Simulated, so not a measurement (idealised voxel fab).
This section sets out a process module, namely voxel spacer lines.
cross-section cut | 275 nm wide | cells 5 nm
We lay out every cross-section as a grid of square cells and spell it out in bands from the top down, where one band means one or more rows of cells. Within each band entry, the heights of the top and of the bottom of the band appear first, in that order and in nm; the materials of the band then follow from left to right, each with its corresponding width in nm. The designation "edge to edge" on a single material indicates that it fills the band from edge to edge; the designation "empty" indicates empty space. Heads up on the height convention: 0 is the point under which the incoming wafer is all one material, and the lowest band has no bottom, it just keeps going down, like "top 0, no bottom". A two-number width, for instance "30->40", indicates that the width is equal to the first number in the top row of the band and to the second number in the bottom row, and that it changes by a constant amount per row of cells. Where a step carries "no modifications", the cross-section came out of it unchanged, cell for cell. "Closed void catalog" specifies each empty space that is not open to the top and that occupies no fewer than 8 cells, using the form width x height at distance, the distance measured from the left edge and all three quantities in nm. What comes after the settings on a step's line is commentary from the simulator itself on that step. overlay nm: mask right of planned place by this much (step with mask). Neg. = left.

**The steps planned for the process are as follows**
step 1: RECEIVE [material Si]
step 2: CONFORMAL_DEP [material Al2O3] [thk nm 5]
step 3: DIRECTIONAL_DEP [material polySi] [thk nm 15]
step 4: DIRECTIONAL_DEP [material aC] [thk nm 20]
step 5: PATTERN [tone cover] [mask id MANDREL] [material resist] [width nm 15] [pitch nm 50] [thk nm 25] [overlay nm 0]
step 6: DIRECTIONAL_ETCH [etch materials aC] [depth nm 20]
step 7: STRIP [etch materials resist]
step 8: CONFORMAL_DEP [material SiO2] [thk nm 10]
step 9: DIRECTIONAL_ETCH [etch materials SiO2] [depth nm 10]
step 10: STRIP [etch materials aC]
step 11: DIRECTIONAL_ETCH [etch materials polySi] [depth nm 15]
step 12: STRIP [etch materials SiO2]

**The first of the two wafers, which ran as planned**

**Cross-section, incoming material, after step 1**
    top 0, no bottom: Si edge to edge
    Closed void catalog: none

**The wafer in cross-section once step 2 is complete**
    top 5, bottom 0: Al2O3 edge to edge
    Everything under 0 stays put, no change at all.

**The wafer in cross-section once step 3 is complete**
    top 20, bottom 5: polySi edge to edge
    Everything under 5 stays put, no change at all.

**The wafer in cross-section once step 4 is complete**
    top 40, bottom 20: aC edge to edge
    Everything under 20 stays put, no change at all.

**The wafer in cross-section once step 5 is complete**
    top 65, bottom 40: empty 105 nm, then resist 15 nm, then empty 35 nm, then resist 15 nm, then empty 105 nm
    Everything under 40 stays put, no change at all.

**The wafer in cross-section once step 6 is complete**
    top 45, bottom 40: empty 105 nm, then resist 15 nm, then empty 35 nm, then resist 15 nm, then empty 105 nm
    top 40, bottom 20: empty 105 nm, then aC 15 nm, then empty 35 nm, then aC 15 nm, then empty 105 nm
    Everything under 20 stays put, no change at all.

**The wafer in cross-section once step 7 is complete**
    top 40, bottom 20: empty 105 nm, then aC 15 nm, then empty 35 nm, then aC 15 nm, then empty 105 nm
    Everything under 20 stays put, no change at all.

**The wafer in cross-section once step 8 is complete**
    top 50, bottom 40: empty 95 nm, then SiO2 35 nm, then empty 15 nm, then SiO2 35 nm, then empty 95 nm
    top 40, bottom 30: empty 95 nm, then SiO2 10 nm, then aC 15 nm, then SiO2 10 nm, then empty 15 nm, then SiO2 10 nm, then aC 15 nm, then SiO2 10 nm, then empty 95 nm
    top 30, bottom 20: SiO2 105 nm, then aC 15 nm, then SiO2 35 nm, then aC 15 nm, then SiO2 105 nm
    Everything under 20 stays put, no change at all.

**The wafer in cross-section once step 9 is complete**
    top 40, bottom 20: empty 95 nm, then SiO2 10 nm, then aC 15 nm, then SiO2 10 nm, then empty 15 nm, then SiO2 10 nm, then aC 15 nm, then SiO2 10 nm, then empty 95 nm
    Everything under 20 stays put, no change at all.

**The wafer in cross-section once step 10 is complete**
    top 40, bottom 20: empty 95 nm, then SiO2 10 nm, then empty 15 nm, then SiO2 10 nm, then empty 15 nm, then SiO2 10 nm, then empty 15 nm, then SiO2 10 nm, then empty 95 nm
    Everything under 20 stays put, no change at all.

**The wafer in cross-section once step 11 is complete**
    top 40, bottom 20: empty 95 nm, then SiO2 10 nm, then empty 15 nm, then SiO2 10 nm, then empty 15 nm, then SiO2 10 nm, then empty 15 nm, then SiO2 10 nm, then empty 95 nm
    top 20, bottom 5: empty 95 nm, then polySi 10 nm, then empty 15 nm, then polySi 10 nm, then empty 15 nm, then polySi 10 nm, then empty 15 nm, then polySi 10 nm, then empty 95 nm
    Everything under 5 stays put, no change at all.

**The wafer in cross-section once step 12 is complete**
    top 20, bottom 5: empty 95 nm, then polySi 10 nm, then empty 15 nm, then polySi 10 nm, then empty 15 nm, then polySi 10 nm, then empty 15 nm, then polySi 10 nm, then empty 95 nm
    Everything under 5 stays put, no change at all.

**Wafer two: like wafer one in start and plan, but with one mistake in execution; identical up to and including step 1**

**Cross-section of the second wafer at the time by which step 2 should have been completed according to the plan**
    top 15, bottom 0: Al2O3 edge to edge
    Everything under 0 stays put, no change at all.

**Cross-section of the second wafer at the time by which step 3 should have been completed according to the plan**
    top 30, bottom 15: polySi edge to edge
    Everything under 15 stays put, no change at all.

**Cross-section of the second wafer at the time by which step 4 should have been completed according to the plan**
    top 50, bottom 30: aC edge to edge
    Everything under 30 stays put, no change at all.

**Cross-section of the second wafer at the time by which step 5 should have been completed according to the plan**
    top 75, bottom 50: empty 105 nm, then resist 15 nm, then empty 35 nm, then resist 15 nm, then empty 105 nm
    Everything under 50 stays put, no change at all.

**Cross-section of the second wafer at the time by which step 6 should have been completed according to the plan**
    top 55, bottom 50: empty 105 nm, then resist 15 nm, then empty 35 nm, then resist 15 nm, then empty 105 nm
    top 50, bottom 30: empty 105 nm, then aC 15 nm, then empty 35 nm, then aC 15 nm, then empty 105 nm
    Everything under 30 stays put, no change at all.

**Cross-section of the second wafer at the time by which step 7 should have been completed according to the plan**
    top 50, bottom 30: empty 105 nm, then aC 15 nm, then empty 35 nm, then aC 15 nm, then empty 105 nm
    Everything under 30 stays put, no change at all.

**Cross-section of the second wafer at the time by which step 8 should have been completed according to the plan**
    top 60, bottom 50: empty 95 nm, then SiO2 35 nm, then empty 15 nm, then SiO2 35 nm, then empty 95 nm
    top 50, bottom 40: empty 95 nm, then SiO2 10 nm, then aC 15 nm, then SiO2 10 nm, then empty 15 nm, then SiO2 10 nm, then aC 15 nm, then SiO2 10 nm, then empty 95 nm
    top 40, bottom 30: SiO2 105 nm, then aC 15 nm, then SiO2 35 nm, then aC 15 nm, then SiO2 105 nm
    Everything under 30 stays put, no change at all.

**Cross-section of the second wafer at the time by which step 9 should have been completed according to the plan**
    top 50, bottom 30: empty 95 nm, then SiO2 10 nm, then aC 15 nm, then SiO2 10 nm, then empty 15 nm, then SiO2 10 nm, then aC 15 nm, then SiO2 10 nm, then empty 95 nm
    Everything under 30 stays put, no change at all.

**Cross-section of the second wafer at the time by which step 10 should have been completed according to the plan**
    top 50, bottom 30: empty 95 nm, then SiO2 10 nm, then empty 15 nm, then SiO2 10 nm, then empty 15 nm, then SiO2 10 nm, then empty 15 nm, then SiO2 10 nm, then empty 95 nm
    Everything under 30 stays put, no change at all.

**Cross-section of the second wafer at the time by which step 11 should have been completed according to the plan**
    top 50, bottom 30: empty 95 nm, then SiO2 10 nm, then empty 15 nm, then SiO2 10 nm, then empty 15 nm, then SiO2 10 nm, then empty 15 nm, then SiO2 10 nm, then empty 95 nm
    top 30, bottom 15: empty 95 nm, then polySi 10 nm, then empty 15 nm, then polySi 10 nm, then empty 15 nm, then polySi 10 nm, then empty 15 nm, then polySi 10 nm, then empty 95 nm
    Everything under 15 stays put, no change at all.

**Cross-section of the second wafer at the time by which step 12 should have been completed according to the plan**
    top 30, bottom 15: empty 95 nm, then polySi 10 nm, then empty 15 nm, then polySi 10 nm, then empty 15 nm, then polySi 10 nm, then empty 15 nm, then polySi 10 nm, then empty 95 nm
    Everything under 15 stays put, no change at all.
what went wrong: step 2 did not use the planned setting and instead ran as CONFORMAL_DEP [material Al2O3] [thk nm 15]
Final difference in cells, second wafer against first, listed per material as more or fewer: 110 more of Al2O3
